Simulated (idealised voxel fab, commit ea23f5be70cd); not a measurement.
Name of the process module below: voxel gate over fins
Cross-section cut: width 150 nm, square cells of 5 nm.
We lay out every cross-section as a grid of square cells and spell it out in bands from the top down, where one band means one or more rows of cells.
Top, bottom (nm), then materials left to right with widths (nm); lone material tagged "all across" fills the whole band edge to edge; "empty" = empty space.
Zero point of the height axis is 0; under it, received wafer = one material. Lowest band: continues down indefinitely, "0 down".
Width: "30..40" (first number = top row, second number = bottom row, same change from row to row of cells).
No cell of the cross-section changed in a step that is given as "nothing got changed".
This entry, "Enclosed void list", enumerates those empty regions of no fewer than 8 cells that possess no open connection to the top. Each region is reported in the form width x height at distance, the distance being taken from the left edge, with all three quantities expressed in nm.
The remark found on a step's line after its settings is issued by the simulator itself and pertains to that step.
Regarding "overlay nm": on a step with a mask, it is the distance the mask lay to the right of its planned place; a negative value places it to the left.
Process steps (planned)
1) RECEIVE: material Si
2) CONFORMAL_DEP: material SiN, thk nm 10
3) DIRECTIONAL_DEP: material aC, thk nm 15
4) PATTERN: tone cover, mask id FINS, material resist, width nm 15, pitch nm 35, thk nm 35, overlay nm 0
5) DIRECTIONAL_ETCH: etch materials aC, depth nm 15
6) STRIP: etch materials resist
7) DIRECTIONAL_ETCH: etch materials SiN, depth nm 10
8) DIRECTIONAL_ETCH: etch materials Si, depth nm 35
9) STRIP: etch materials aC
10) OXIDIZE: depth nm 5
11) FILL_DEP: material SiO2, thk nm 15
12) CMP: height nm 10
13) SELECTIVE_ETCH: etch materials SiO2, depth nm 25
14) STRIP: etch materials SiN
15) CONFORMAL_DEP: material HfO2, thk nm 5
16) CONFORMAL_DEP: material TiN, thk nm 5
17) FILL_DEP: material W, thk nm 10
18) CMP: height nm 15
19) CONFORMAL_DEP: material SiCN, thk nm 5
Wafer cross-section on receipt, i.e. after step 1
  0 down  Si all across
  Enclosed void list: none
Result of the module, cross-sectioned: start per above, plan per above, one error in how it was run
  20 to 15  SiCN all across
  15 to 10  W all across
  10 to 5  45 nm W, then 25 nm TiN, then 10 nm W, then 25 nm TiN, then 45 nm W
  5 to 0  45 nm W, then 5 nm TiN, then 15 nm HfO2, then 5 nm TiN, then 10 nm W, then 5 nm TiN, then 15 nm HfO2, then 5 nm TiN, then 45 nm W
  0 to -30  45 nm W, then 5 nm TiN, then 5 nm HfO2, then 5 nm Si, then 5 nm HfO2, then 5 nm TiN, then 10 nm W, then 5 nm TiN, then 5 nm HfO2, then 5 nm Si, then 5 nm HfO2, then 5 nm TiN, then 45 nm W
  -30 to -35  50 nm TiN, then 5 nm HfO2, then 5 nm Si, then 5 nm HfO2, then 20 nm TiN, then 5 nm HfO2, then 5 nm Si, then 5 nm HfO2, then 50 nm TiN
  -35 to -40  55 nm HfO2, then 5 nm Si, then 30 nm HfO2, then 5 nm Si, then 55 nm HfO2
  -40 down  Si all across
  Enclosed void list: none
What was the processing mistake? twice, step 13 of the plan was run
